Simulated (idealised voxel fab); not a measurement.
Proc. module: voxel transistor to metal
Cross-sectional view cut (width: 155 nm; square cell size: 5 nm).
Cross-section = grid of square cells, listed top down in bands; band = one or more rows. Band: top and bottom heights (nm) first, top before bottom; then materials from left to right, widths in nm. "all across" marks a sole material filling the band edge to edge. "blank" denotes empty space. A quick word on heights: they are counted from 0, and under that level the wafer as it came to us is one material throughout. The lowest band is different from the rest in having no bottom; it simply continues downward, written as in "0..down". Per-row width for "30->40": begins at first number (top row of band), ends at second number (bottom row), increment between rows held constant. Step marked "no alteration"? Then no cell in the cross-section changed in it. Each empty space that has no open way to the top and spans at least 8 cells appears under "Fully enclosed voids" as width x height at distance, the distance counted from the left edge, all in nm. Read whatever lies past the settings on a step's line as the simulator's own remark about the step. Regarding "overlay nm": on a step with a mask, it is the distance the mask lay to the right of its planned place; a negative value places it to the left.
Listed below are the process steps as planned
1 RECEIVE with material Si
2 CONFORMAL_DEP with material SiO2, thk nm 5
3 CONFORMAL_DEP with material SiN, thk nm 15
4 MASKED_ETCH with tone cover, mask id ACTIVE, width nm 120, etch materials SiN, depth nm 15, overlay nm 0
5 MASKED_ETCH with tone cover, mask id ACTIVE, width nm 120, etch materials SiO2, depth nm 5, overlay nm 0
6 MASKED_ETCH with tone cover, mask id ACTIVE, width nm 120, etch materials Si, depth nm 20, overlay nm 0
7 FILL_DEP with material SiO2, thk nm 5
8 CMP with height nm 20
9 SELECTIVE_ETCH with etch materials SiO2, depth nm 10
10 STRIP with etch materials SiN
11 SELECTIVE_ETCH with etch materials SiO2, depth nm 5
12 OXIDIZE with depth nm 5
13 DIRECTIONAL_DEP with material polySi, thk nm 20
14 DIRECTIONAL_DEP with material SiCN, thk nm 15
15 PATTERN with tone cover, mask id GATE, material resist, width nm 30, thk nm 15, overlay nm 0
16 DIRECTIONAL_ETCH with etch materials SiCN, depth nm 25
17 DIRECTIONAL_ETCH with etch materials polySi, depth nm 30
18 STRIP with etch materials resist
19 CONFORMAL_DEP with material SiN, thk nm 5
20 DIRECTIONAL_ETCH with etch materials SiN, depth nm 5
21 DIRECTIONAL_ETCH with etch materials SiO2, depth nm 5
22 DIRECTIONAL_ETCH with etch materials Si, depth nm 15
23 EPI with material SiGe, thk nm 15
24 FILL_DEP with material SiO2, thk nm 10
25 CMP with height nm 20
26 STRIP with etch materials polySi
27 SELECTIVE_ETCH with etch materials SiO2, depth nm 5
28 CONFORMAL_DEP with material HfO2, thk nm 5
29 CONFORMAL_DEP with material TiN, thk nm 5
30 FILL_DEP with material W, thk nm 10
31 CMP with height nm 15
32 DIRECTIONAL_DEP with material SiO2, thk nm 15
33 PATTERN with tone open, mask id CONTACT, material resist, width nm 20, pitch nm 80, thk nm 20, overlay nm 0
34 DIRECTIONAL_ETCH with etch materials SiO2, depth nm 35
35 STRIP with etch materials resist
36 CONFORMAL_DEP with material TiN, thk nm 5
37 FILL_DEP with material W, thk nm 5
38 CMP with height nm 30
39 DIRECTIONAL_DEP with material TiN, thk nm 5
40 DIRECTIONAL_DEP with material Ru, thk nm 25
41 MASKED_ETCH with tone cover, mask id METAL_1, width nm 20, pitch nm 80, etch materials Ru, depth nm 25, overlay nm 0
42 MASKED_ETCH with tone cover, mask id METAL_1, width nm 20, pitch nm 80, etch materials TiN, depth nm 5, overlay nm 0
43 FILL_DEP with material lowk, thk nm 10
44 CMP with height nm 60
45 CONFORMAL_DEP with material SiCN, thk nm 5
46 DIRECTIONAL_DEP with material SiO2, thk nm 35
47 MASKED_ETCH with tone open, mask id METAL_2, width nm 20, pitch nm 80, etch materials SiO2, depth nm 20, overlay nm 0
48 DIRECTIONAL_DEP with material aC, thk nm 10
49 PATTERN with tone open, mask id METAL_2_HOLES, material resist, width nm 15, pitch nm 80, thk nm 30, overlay nm 0
50 DIRECTIONAL_ETCH with etch materials aC, depth nm 10
51 STRIP with etch materials resist
52 DIRECTIONAL_ETCH with etch materials SiO2, depth nm 15
53 DIRECTIONAL_ETCH with etch materials SiCN, depth nm 5
54 STRIP with etch materials aC
55 CONFORMAL_DEP with material TiN, thk nm 5
56 FILL_DEP with material Cu, thk nm 10
57 CMP with height nm 100
58 CONFORMAL_DEP with material SiCN, thk nm 5
Delivered wafer in cross-section: state after step 1
0..down | Si all across
Fully enclosed voids: none
Cross-section taken at module completion on the first of two wafers; processed per the plan
105..100 | SiCN all across
100..85 | 25 SiO2 / 5 TiN / 10 Cu / 5 TiN / 60 SiO2 / 5 TiN / 10 Cu / 5 TiN / 30 SiO2
85..80 | 25 SiO2 / 5 TiN / 5 Cu / 10 TiN / 60 SiO2 / 5 TiN / 5 Cu / 10 TiN / 30 SiO2
80..65 | 25 SiO2 / 5 TiN / 5 Cu / 5 TiN / 65 SiO2 / 5 TiN / 5 Cu / 5 TiN / 35 SiO2
65..60 | 25 SiCN / 15 TiN / 65 SiCN / 15 TiN / 35 SiCN
60..35 | 25 lowk / 20 Ru / 60 lowk / 20 Ru / 30 lowk
35..30 | 25 lowk / 20 TiN / 60 lowk / 20 TiN / 30 lowk
30..15 | 25 SiO2 / 5 TiN / 10 W / 5 TiN / 60 SiO2 / 5 TiN / 10 W / 5 TiN / 30 SiO2
15..10 | 25 SiO2 / 5 TiN / 5 W / 10 TiN / 10 SiO2 / 5 SiN / 5 HfO2 / 5 TiN / 10 W / 5 TiN / 5 HfO2 / 5 SiN / 10 SiO2 / 10 TiN / 5 W / 5 TiN / 30 SiO2
10..5 | 25 SiO2 / 5 TiN / 5 W / 5 TiN / 15 SiGe / 5 SiN / 5 HfO2 / 5 TiN / 10 W / 5 TiN / 5 HfO2 / 5 SiN / 15 SiGe / 5 TiN / 5 W / 5 TiN / 30 SiO2
5..0 | 10 SiO2 / 5 SiN / 10 SiO2 / 5 TiN / 5 W / 5 TiN / 15 SiGe / 5 SiN / 5 HfO2 / 20 TiN / 5 HfO2 / 5 SiN / 15 SiGe / 5 TiN / 5 W / 5 TiN / 10 SiO2 / 5 SiN / 15 SiO2
0..-5 | 25 SiO2 / 15 TiN / 15 SiGe / 40 HfO2 / 15 SiGe / 15 TiN / 30 SiO2
-5..-20 | 15 SiO2 / 40 SiGe / 40 Si / 40 SiGe / 20 SiO2
-20..down | Si all across
Fully enclosed voids: none
Second wafer cross-section at end of module - shared start and plan with the first, one mistake in the run
105..100 | SiCN all across
100..85 | 25 SiO2 / 5 TiN / 10 Cu / 5 TiN / 60 SiO2 / 5 TiN / 10 Cu / 5 TiN / 30 SiO2
85..80 | 25 SiO2 / 5 TiN / 5 Cu / 10 TiN / 60 SiO2 / 5 TiN / 5 Cu / 10 TiN / 30 SiO2
80..65 | 25 SiO2 / 5 TiN / 5 Cu / 5 TiN / 65 SiO2 / 5 TiN / 5 Cu / 5 TiN / 35 SiO2
65..60 | 25 SiCN / 15 TiN / 65 SiCN / 15 TiN / 35 SiCN
60..35 | 25 lowk / 20 Ru / 60 lowk / 20 Ru / 30 lowk
35..30 | 25 lowk / 20 TiN / 60 lowk / 20 TiN / 30 lowk
30..15 | 25 SiO2 / 5 TiN / 10 W / 5 TiN / 60 SiO2 / 5 TiN / 10 W / 5 TiN / 30 SiO2
15..10 | 25 SiO2 / 5 TiN / 5 W / 10 TiN / 10 SiO2 / 5 SiN / 5 HfO2 / 5 TiN / 10 W / 5 TiN / 5 HfO2 / 5 SiN / 10 SiO2 / 10 TiN / 5 W / 5 TiN / 30 SiO2
10..5 | 25 SiO2 / 5 TiN / 5 W / 5 TiN / 15 SiGe / 5 SiN / 5 HfO2 / 5 TiN / 10 W / 5 TiN / 5 HfO2 / 5 SiN / 15 SiGe / 5 TiN / 5 W / 5 TiN / 30 SiO2
5..0 | 10 SiO2 / 5 SiN / 10 SiO2 / 5 TiN / 5 W / 5 TiN / 15 SiGe / 5 SiN / 5 HfO2 / 20 TiN / 5 HfO2 / 5 SiN / 15 SiGe / 5 TiN / 5 W / 5 TiN / 10 SiO2 / 5 SiN / 15 SiO2
0..-5 | 25 SiO2 / 15 TiN / 15 SiGe / 40 HfO2 / 15 SiGe / 15 TiN / 30 SiO2
-5..-20 | 15 SiO2 / 40 SiGe / 40 Si / 40 SiGe / 20 SiO2
-20..-25 | 15 SiO2 / 120 Si / 20 SiO2
-25..down | Si all across
Fully enclosed voids: none
Diagnosis: step 6: run off-plan, actual operation and settings MASKED_ETCH with tone cover, mask id ACTIVE, width nm 120, etch materials Si, depth nm 25, overlay nm 0
Upon completion, the second wafer contains, in terms of cells, a greater or smaller amount of certain materials than the first wafer: Si -7, SiO2 +7
